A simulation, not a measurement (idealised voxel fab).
Presented below is a process module, voxel self aligned vias.
Each square cell in cross-section cut measures 5 nm, and the section as a whole is 255 nm wide.
Cross-section, as written here: a square-cell grid given band by band from the top down, where a band holds one or more rows of cells.
The band entry comprises the height of the band's top followed by the height of its bottom, expressed in nm, and subsequently the band's materials from left to right, each stated together with its width in nm. Where a single material is marked with the word "throughout", that material fills the band from edge to edge. The word "air" represents empty space.
All heights in this document are referenced to 0, defined as the level beneath which the wafer, as received, consists entirely of one material. The lowest band is not bounded below; it extends indefinitely downward and is written in the form "0 -> down".
Width spec "30 to 40" -> top row of cells at first value, bottom row at second value, equal per-row change in between.
"identical to before" means the step left every cell of the cross-section as it was.
Entry "Non-vented voids" = empty spaces >= 8 cells with no open way to the top; each as width x height at distance, distance from left edge, all nm.
Past the settings on a step's line: simulator remark, on that step.
overlay nm: right-of-plan distance of the mask on a masked step; negative values mean left-of-plan.
Planned process steps
1,RECEIVE with material Si
2,CONFORMAL_DEP with material SiO2, thk nm 15
3,CONFORMAL_DEP with material SiCN, thk nm 5
4,DIRECTIONAL_DEP with material SiO2, thk nm 25
5,PATTERN with tone open, mask id LINES, material resist, width nm 25, pitch nm 65, thk nm 20, overlay nm 0
6,DIRECTIONAL_ETCH with etch materials SiO2, depth nm 25
7,STRIP with etch materials resist
8,CONFORMAL_DEP with material TiN, thk nm 5
9,FILL_DEP with material W, thk nm 10
10,CMP with height nm 45
11,SELECTIVE_ETCH with etch materials W Ru TiN, depth nm 5
12,FILL_DEP with material SiN, thk nm 10
13,CMP with height nm 45
14,DIRECTIONAL_DEP with material SiO2, thk nm 20
15,DIRECTIONAL_DEP with material aC, thk nm 15
16,PATTERN with tone open, mask id VIAS, material resist, width nm 45, pitch nm 65, thk nm 30, overlay nm 0
17,DIRECTIONAL_ETCH with etch materials aC, depth nm 15
18,STRIP with etch materials resist
19,DIRECTIONAL_ETCH with etch materials SiO2, depth nm 20
20,DIRECTIONAL_ETCH with etch materials SiN, depth nm 5
21,STRIP with etch materials aC
22,CONFORMAL_DEP with material TiN, thk nm 5
23,FILL_DEP with material W, thk nm 5
24,CMP with height nm 65
25,CONFORMAL_DEP with material SiN, thk nm 5
The first of two wafers, run as planned
Cross-section: wafer on arrival = after step 1
    0 -> down | Si throughout
    Non-vented voids: none
Step 2 complete: cross-section through the wafer
    15 -> 0 | SiO2 throughout
    Under 0: no change, same as before.
Step 3 complete: cross-section through the wafer
    20 -> 15 | SiCN throughout
    Under 15: no change, same as before.
Step 4 complete: cross-section through the wafer
    45 -> 20 | SiO2 throughout
    Under 20: no change, same as before.
Step 5 complete: cross-section through the wafer
    65 -> 45 | resist: 50, then air: 25, then resist: 40, then air: 25, then resist: 40, then air: 25, then resist: 50
    Under 45: no change, same as before.
Step 6 complete: cross-section through the wafer
    65 -> 45 | resist: 50, then air: 25, then resist: 40, then air: 25, then resist: 40, then air: 25, then resist: 50
    45 -> 20 | SiO2: 50, then air: 25, then SiO2: 40, then air: 25, then SiO2: 40, then air: 25, then SiO2: 50
    Under 20: no change, same as before.
Step 7 complete: cross-section through the wafer
    45 -> 20 | SiO2: 50, then air: 25, then SiO2: 40, then air: 25, then SiO2: 40, then air: 25, then SiO2: 50
    Under 20: no change, same as before.
Step 8 complete: cross-section through the wafer
    50 -> 45 | TiN: 55, then air: 15, then TiN: 50, then air: 15, then TiN: 50, then air: 15, then TiN: 55
    45 -> 25 | SiO2: 50, then TiN: 5, then air: 15, then TiN: 5, then SiO2: 40, then TiN: 5, then air: 15, then TiN: 5, then SiO2: 40, then TiN: 5, then air: 15, then TiN: 5, then SiO2: 50
    25 -> 20 | SiO2: 50, then TiN: 25, then SiO2: 40, then TiN: 25, then SiO2: 40, then TiN: 25, then SiO2: 50
    Under 20: no change, same as before.
Step 9 complete: cross-section through the wafer
    60 -> 50 | W throughout
    50 -> 45 | TiN: 55, then W: 15, then TiN: 50, then W: 15, then TiN: 50, then W: 15, then TiN: 55
    45 -> 25 | SiO2: 50, then TiN: 5, then W: 15, then TiN: 5, then SiO2: 40, then TiN: 5, then W: 15, then TiN: 5, then SiO2: 40, then TiN: 5, then W: 15, then TiN: 5, then SiO2: 50
    Under 25: no change, same as before.
Step 10 complete: cross-section through the wafer
    45 -> 25 | SiO2: 50, then TiN: 5, then W: 15, then TiN: 5, then SiO2: 40, then TiN: 5, then W: 15, then TiN: 5, then SiO2: 40, then TiN: 5, then W: 15, then TiN: 5, then SiO2: 50
    Under 25: no change, same as before.
Step 11 complete: cross-section through the wafer
    45 -> 40 | SiO2: 50, then air: 25, then SiO2: 40, then air: 25, then SiO2: 40, then air: 25, then SiO2: 50
    Under 40: no change, same as before.
Step 12 complete: cross-section through the wafer
    55 -> 45 | SiN throughout
    45 -> 40 | SiO2: 50, then SiN: 25, then SiO2: 40, then SiN: 25, then SiO2: 40, then SiN: 25, then SiO2: 50
    Under 40: no change, same as before.
Step 13 complete: cross-section through the wafer
    45 -> 40 | SiO2: 50, then SiN: 25, then SiO2: 40, then SiN: 25, then SiO2: 40, then SiN: 25, then SiO2: 50
    Under 40: no change, same as before.
Step 14 complete: cross-section through the wafer
    65 -> 45 | SiO2 throughout
    Under 45: no change, same as before.
Step 15 complete: cross-section through the wafer
    80 -> 65 | aC throughout
    Under 65: no change, same as before.
Step 16 complete: cross-section through the wafer
    110 -> 80 | resist: 40, then air: 45, then resist: 20, then air: 45, then resist: 20, then air: 45, then resist: 40
    Under 80: no change, same as before.
Step 17 complete: cross-section through the wafer
    95 -> 80 | resist: 40, then air: 45, then resist: 20, then air: 45, then resist: 20, then air: 45, then resist: 40
    80 -> 65 | aC: 40, then air: 45, then aC: 20, then air: 45, then aC: 20, then air: 45, then aC: 40
    Under 65: no change, same as before.
Step 18 complete: cross-section through the wafer
    80 -> 65 | aC: 40, then air: 45, then aC: 20, then air: 45, then aC: 20, then air: 45, then aC: 40
    Under 65: no change, same as before.
Step 19 complete: cross-section through the wafer
    80 -> 65 | aC: 40, then air: 45, then aC: 20, then air: 45, then aC: 20, then air: 45, then aC: 40
    65 -> 45 | SiO2: 40, then air: 45, then SiO2: 20, then air: 45, then SiO2: 20, then air: 45, then SiO2: 40
    Under 45: no change, same as before.
Step 20 complete: cross-section through the wafer
    80 -> 65 | aC: 40, then air: 45, then aC: 20, then air: 45, then aC: 20, then air: 45, then aC: 40
    65 -> 45 | SiO2: 40, then air: 45, then SiO2: 20, then air: 45, then SiO2: 20, then air: 45, then SiO2: 40
    45 -> 40 | SiO2: 50, then air: 25, then SiO2: 40, then air: 25, then SiO2: 40, then air: 25, then SiO2: 50
    Under 40: no change, same as before.
Step 21 complete: cross-section through the wafer
    65 -> 45 | SiO2: 40, then air: 45, then SiO2: 20, then air: 45, then SiO2: 20, then air: 45, then SiO2: 40
    Under 45: no change, same as before.
Step 22 complete: cross-section through the wafer
    70 -> 65 | TiN: 45, then air: 35, then TiN: 30, then air: 35, then TiN: 30, then air: 35, then TiN: 45
    65 -> 50 | SiO2: 40, then TiN: 5, then air: 35, then TiN: 5, then SiO2: 20, then TiN: 5, then air: 35, then TiN: 5, then SiO2: 20, then TiN: 5, then air: 35, then TiN: 5, then SiO2: 40
    50 -> 45 | SiO2: 40, then TiN: 15, then air: 15, then TiN: 15, then SiO2: 20, then TiN: 15, then air: 15, then TiN: 15, then SiO2: 20, then TiN: 15, then air: 15, then TiN: 15, then SiO2: 40
    45 -> 40 | SiO2: 50, then TiN: 25, then SiO2: 40, then TiN: 25, then SiO2: 40, then TiN: 25, then SiO2: 50
    Under 40: no change, same as before.
Step 23 complete: cross-section through the wafer
    75 -> 70 | W throughout
    70 -> 65 | TiN: 45, then W: 35, then TiN: 30, then W: 35, then TiN: 30, then W: 35, then TiN: 45
    65 -> 50 | SiO2: 40, then TiN: 5, then W: 35, then TiN: 5, then SiO2: 20, then TiN: 5, then W: 35, then TiN: 5, then SiO2: 20, then TiN: 5, then W: 35, then TiN: 5, then SiO2: 40
    50 -> 45 | SiO2: 40, then TiN: 15, then W: 15, then TiN: 15, then SiO2: 20, then TiN: 15, then W: 15, then TiN: 15, then SiO2: 20, then TiN: 15, then W: 15, then TiN: 15, then SiO2: 40
    Under 45: no change, same as before.
Step 24 complete: cross-section through the wafer
    65 -> 50 | SiO2: 40, then TiN: 5, then W: 35, then TiN: 5, then SiO2: 20, then TiN: 5, then W: 35, then TiN: 5, then SiO2: 20, then TiN: 5, then W: 35, then TiN: 5, then SiO2: 40
    Under 50: no change, same as before.
Step 25 complete: cross-section through the wafer
    70 -> 65 | SiN throughout
    Under 65: no change, same as before.
The second wafer: identical to the first at the outset and in its planned sequence, differing only in that one mistake was made during processing; up to and including step 1, its path is the first wafer's path
Cross-section, second wafer, at the end time the plan gives for step 2
    5 -> 0 | SiCN throughout
    Under 0: no change, same as before.
Cross-section, second wafer, at the end time the plan gives for step 3
    20 -> 5 | SiO2 throughout
    Under 5: no change, same as before.
Cross-section, second wafer, at the end time the plan gives for step 4
    45 -> 5 | SiO2 throughout
    Under 5: no change, same as before.
Cross-section, second wafer, at the end time the plan gives for step 5
    65 -> 45 | resist: 50, then air: 25, then resist: 40, then air: 25, then resist: 40, then air: 25, then resist: 50
    Under 45: no change, same as before.
Cross-section, second wafer, at the end time the plan gives for step 6
    65 -> 45 | resist: 50, then air: 25, then resist: 40, then air: 25, then resist: 40, then air: 25, then resist: 50
    45 -> 20 | SiO2: 50, then air: 25, then SiO2: 40, then air: 25, then SiO2: 40, then air: 25, then SiO2: 50
    Under 20: no change, same as before.
Cross-section, second wafer, at the end time the plan gives for step 7
    45 -> 20 | SiO2: 50, then air: 25, then SiO2: 40, then air: 25, then SiO2: 40, then air: 25, then SiO2: 50
    Under 20: no change, same as before.
Cross-section, second wafer, at the end time the plan gives for step 8
    50 -> 45 | TiN: 55, then air: 15, then TiN: 50, then air: 15, then TiN: 50, then air: 15, then TiN: 55
    45 -> 25 | SiO2: 50, then TiN: 5, then air: 15, then TiN: 5, then SiO2: 40, then TiN: 5, then air: 15, then TiN: 5, then SiO2: 40, then TiN: 5, then air: 15, then TiN: 5, then SiO2: 50
    25 -> 20 | SiO2: 50, then TiN: 25, then SiO2: 40, then TiN: 25, then SiO2: 40, then TiN: 25, then SiO2: 50
    Under 20: no change, same as before.
Cross-section, second wafer, at the end time the plan gives for step 9
    60 -> 50 | W throughout
    50 -> 45 | TiN: 55, then W: 15, then TiN: 50, then W: 15, then TiN: 50, then W: 15, then TiN: 55
    45 -> 25 | SiO2: 50, then TiN: 5, then W: 15, then TiN: 5, then SiO2: 40, then TiN: 5, then W: 15, then TiN: 5, then SiO2: 40, then TiN: 5, then W: 15, then TiN: 5, then SiO2: 50
    Under 25: no change, same as before.
Cross-section, second wafer, at the end time the plan gives for step 10
    45 -> 25 | SiO2: 50, then TiN: 5, then W: 15, then TiN: 5, then SiO2: 40, then TiN: 5, then W: 15, then TiN: 5, then SiO2: 40, then TiN: 5, then W: 15, then TiN: 5, then SiO2: 50
    Under 25: no change, same as before.
Cross-section, second wafer, at the end time the plan gives for step 11
    45 -> 40 | SiO2: 50, then air: 25, then SiO2: 40, then air: 25, then SiO2: 40, then air: 25, then SiO2: 50
    Under 40: no change, same as before.
Cross-section, second wafer, at the end time the plan gives for step 12
    55 -> 45 | SiN throughout
    45 -> 40 | SiO2: 50, then SiN: 25, then SiO2: 40, then SiN: 25, then SiO2: 40, then SiN: 25, then SiO2: 50
    Under 40: no change, same as before.
Cross-section, second wafer, at the end time the plan gives for step 13
    45 -> 40 | SiO2: 50, then SiN: 25, then SiO2: 40, then SiN: 25, then SiO2: 40, then SiN: 25, then SiO2: 50
    Under 40: no change, same as before.
Cross-section, second wafer, at the end time the plan gives for step 14
    65 -> 45 | SiO2 throughout
    Under 45: no change, same as before.
Cross-section, second wafer, at the end time the plan gives for step 15
    80 -> 65 | aC throughout
    Under 65: no change, same as before.
Cross-section, second wafer, at the end time the plan gives for step 16
    110 -> 80 | resist: 40, then air: 45, then resist: 20, then air: 45, then resist: 20, then air: 45, then resist: 40
    Under 80: no change, same as before.
Cross-section, second wafer, at the end time the plan gives for step 17
    95 -> 80 | resist: 40, then air: 45, then resist: 20, then air: 45, then resist: 20, then air: 45, then resist: 40
    80 -> 65 | aC: 40, then air: 45, then aC: 20, then air: 45, then aC: 20, then air: 45, then aC: 40
    Under 65: no change, same as before.
Cross-section, second wafer, at the end time the plan gives for step 18
    80 -> 65 | aC: 40, then air: 45, then aC: 20, then air: 45, then aC: 20, then air: 45, then aC: 40
    Under 65: no change, same as before.
Cross-section, second wafer, at the end time the plan gives for step 19
    80 -> 65 | aC: 40, then air: 45, then aC: 20, then air: 45, then aC: 20, then air: 45, then aC: 40
    65 -> 45 | SiO2: 40, then air: 45, then SiO2: 20, then air: 45, then SiO2: 20, then air: 45, then SiO2: 40
    Under 45: no change, same as before.
Cross-section, second wafer, at the end time the plan gives for step 20
    80 -> 65 | aC: 40, then air: 45, then aC: 20, then air: 45, then aC: 20, then air: 45, then aC: 40
    65 -> 45 | SiO2: 40, then air: 45, then SiO2: 20, then air: 45, then SiO2: 20, then air: 45, then SiO2: 40
    45 -> 40 | SiO2: 50, then air: 25, then SiO2: 40, then air: 25, then SiO2: 40, then air: 25, then SiO2: 50
    Under 40: no change, same as before.
Cross-section, second wafer, at the end time the plan gives for step 21
    65 -> 45 | SiO2: 40, then air: 45, then SiO2: 20, then air: 45, then SiO2: 20, then air: 45, then SiO2: 40
    Under 45: no change, same as before.
Cross-section, second wafer, at the end time the plan gives for step 22
    70 -> 65 | TiN: 45, then air: 35, then TiN: 30, then air: 35, then TiN: 30, then air: 35, then TiN: 45
    65 -> 50 | SiO2: 40, then TiN: 5, then air: 35, then TiN: 5, then SiO2: 20, then TiN: 5, then air: 35, then TiN: 5, then SiO2: 20, then TiN: 5, then air: 35, then TiN: 5, then SiO2: 40
    50 -> 45 | SiO2: 40, then TiN: 15, then air: 15, then TiN: 15, then SiO2: 20, then TiN: 15, then air: 15, then TiN: 15, then SiO2: 20, then TiN: 15, then air: 15, then TiN: 15, then SiO2: 40
    45 -> 40 | SiO2: 50, then TiN: 25, then SiO2: 40, then TiN: 25, then SiO2: 40, then TiN: 25, then SiO2: 50
    Under 40: no change, same as before.
Cross-section, second wafer, at the end time the plan gives for step 23
    75 -> 70 | W throughout
    70 -> 65 | TiN: 45, then W: 35, then TiN: 30, then W: 35, then TiN: 30, then W: 35, then TiN: 45
    65 -> 50 | SiO2: 40, then TiN: 5, then W: 35, then TiN: 5, then SiO2: 20, then TiN: 5, then W: 35, then TiN: 5, then SiO2: 20, then TiN: 5, then W: 35, then TiN: 5, then SiO2: 40
    50 -> 45 | SiO2: 40, then TiN: 15, then W: 15, then TiN: 15, then SiO2: 20, then TiN: 15, then W: 15, then TiN: 15, then SiO2: 20, then TiN: 15, then W: 15, then TiN: 15, then SiO2: 40
    Under 45: no change, same as before.
Cross-section, second wafer, at the end time the plan gives for step 24
    65 -> 50 | SiO2: 40, then TiN: 5, then W: 35, then TiN: 5, then SiO2: 20, then TiN: 5, then W: 35, then TiN: 5, then SiO2: 20, then TiN: 5, then W: 35, then TiN: 5, then SiO2: 40
    Under 50: no change, same as before.
Cross-section, second wafer, at the end time the plan gives for step 25
    70 -> 65 | SiN throughout
    Under 65: no change, same as before.
So what did we get wrong on this run? contrary to the plan, steps 2 and 3 were processed in exchanged order
Comparing end states, the material composition by cell count is preserved from the first wafer to the second, while the locations of the cells are not.
